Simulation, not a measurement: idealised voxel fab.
This is a process module. Its name is voxel gate over fins.
The width of the displayed cross-section, cut, is 205 nm; its cells are square, with a size of 5 nm.
Cross-sections here: square-cell grids, written as top-down lists of bands, a band being one or more rows of cells. Basically the band line says how high the top is and how high the bottom is, in nm, and then what's in it from left to right, every material with its width in nm. Empty space shows up as "air", and if a single material carries "all across" it runs the full band edge to edge. The level at which height equals 0 is the one under which the wafer, as it arrives, is entirely one material. No lower edge exists for the bottom band, which continues downward and is notated as in "top 0, no bottom". Read "30->40" as a graded width: first number on top, second number at the bottom, same change between each pair of neighbouring rows. When a step is marked "no modifications", none of the cells in the cross-section changed during that step. If an empty space has no open way to the top and is at least 8 cells in size, "Entrapped voids" lists it, written width x height at distance, where distance is measured from the left edge and every value is in nm. Past the settings on a step's line: simulator remark, on that step. Regarding "overlay nm": on a step with a mask, it is the distance the mask lay to the right of its planned place; a negative value places it to the left.
-- Set out below are the planned steps of the process
1) RECEIVE | material Si
2) CONFORMAL_DEP | material SiN | thk nm 5
3) DIRECTIONAL_DEP | material aC | thk nm 15
4) PATTERN | tone cover | mask id FINS | material resist | width nm 15 | pitch nm 45 | thk nm 30 | overlay nm 0
5) DIRECTIONAL_ETCH | etch materials aC | depth nm 15
6) STRIP | etch materials resist
7) DIRECTIONAL_ETCH | etch materials SiN | depth nm 5
8) DIRECTIONAL_ETCH | etch materials Si | depth nm 40
9) STRIP | etch materials aC
10) FILL_DEP | material SiO2 | thk nm 5
11) CMP | height nm 5
12) SELECTIVE_ETCH | etch materials SiO2 | depth nm 20
13) STRIP | etch materials SiN
14) CONFORMAL_DEP | material HfO2 | thk nm 5
15) CONFORMAL_DEP | material TiN | thk nm 5
16) FILL_DEP | material W | thk nm 15
17) CMP | height nm 20
18) CONFORMAL_DEP | material SiCN | thk nm 10
-- Cross-section: wafer on arrival = after step 1
  top 0, no bottom  Si all across
  Entrapped voids: none
-- End-of-module XS, first of two wafers, run as planned
  top 30, bottom 20  SiCN all across
  top 20, bottom 10  W all across
  top 10, bottom 5  15 W | 35 TiN | 10 W | 35 TiN | 10 W | 35 TiN | 10 W | 35 TiN | 20 W
  top 5, bottom 0  15 W | 5 TiN | 25 HfO2 | 5 TiN | 10 W | 5 TiN | 25 HfO2 | 5 TiN | 10 W | 5 TiN | 25 HfO2 | 5 TiN | 10 W | 5 TiN | 25 HfO2 | 5 TiN | 20 W
  top 0, bottom -5  15 W | 5 TiN | 5 HfO2 | 15 Si | 5 HfO2 | 5 TiN | 10 W | 5 TiN | 5 HfO2 | 15 Si | 5 HfO2 | 5 TiN | 10 W | 5 TiN | 5 HfO2 | 15 Si | 5 HfO2 | 5 TiN | 10 W | 5 TiN | 5 HfO2 | 15 Si | 5 HfO2 | 5 TiN | 20 W
  top -5, bottom -10  20 TiN | 5 HfO2 | 15 Si | 5 HfO2 | 20 TiN | 5 HfO2 | 15 Si | 5 HfO2 | 20 TiN | 5 HfO2 | 15 Si | 5 HfO2 | 20 TiN | 5 HfO2 | 15 Si | 5 HfO2 | 25 TiN
  top -10, bottom -15  25 HfO2 | 15 Si | 30 HfO2 | 15 Si | 30 HfO2 | 15 Si | 30 HfO2 | 15 Si | 30 HfO2
  top -15, bottom -40  25 SiO2 | 15 Si | 30 SiO2 | 15 Si | 30 SiO2 | 15 Si | 30 SiO2 | 15 Si | 30 SiO2
  top -40, no bottom  Si all across
  Entrapped voids: none
-- Cross-section at end of module for the second wafer of two, which matched the first in starting point and plan and differed by one mistake in its processing
  top 30, bottom 20  SiCN all across
  top 20, bottom 10  W all across
  top 10, bottom 5  TiN all across
  top 5, bottom 0  30 HfO2 | 5 TiN | 40 HfO2 | 5 TiN | 40 HfO2 | 5 TiN | 40 HfO2 | 5 TiN | 35 HfO2
  top 0, bottom -10  25 Si | 5 HfO2 | 5 TiN | 5 HfO2 | 30 Si | 5 HfO2 | 5 TiN | 5 HfO2 | 30 Si | 5 HfO2 | 5 TiN | 5 HfO2 | 30 Si | 5 HfO2 | 5 TiN | 5 HfO2 | 30 Si
  top -10, bottom -15  25 Si | 15 HfO2 | 30 Si | 15 HfO2 | 30 Si | 15 HfO2 | 30 Si | 15 HfO2 | 30 Si
  top -15, bottom -40  25 Si | 15 SiO2 | 30 Si | 15 SiO2 | 30 Si | 15 SiO2 | 30 Si | 15 SiO2 | 30 Si
  top -40, no bottom  Si all across
  Entrapped voids: none
Where did the run depart from the plan? step 4 was not run as planned; what actually ran was PATTERN | tone open | mask id FINS | material resist | width nm 15 | pitch nm 45 | thk nm 30 | overlay nm 0
Final tally in cells, some materials are higher or lower on the second wafer than on the first: Si: 136 more, SiO2: 85 fewer, TiN: 12 fewer, W: 39 fewer
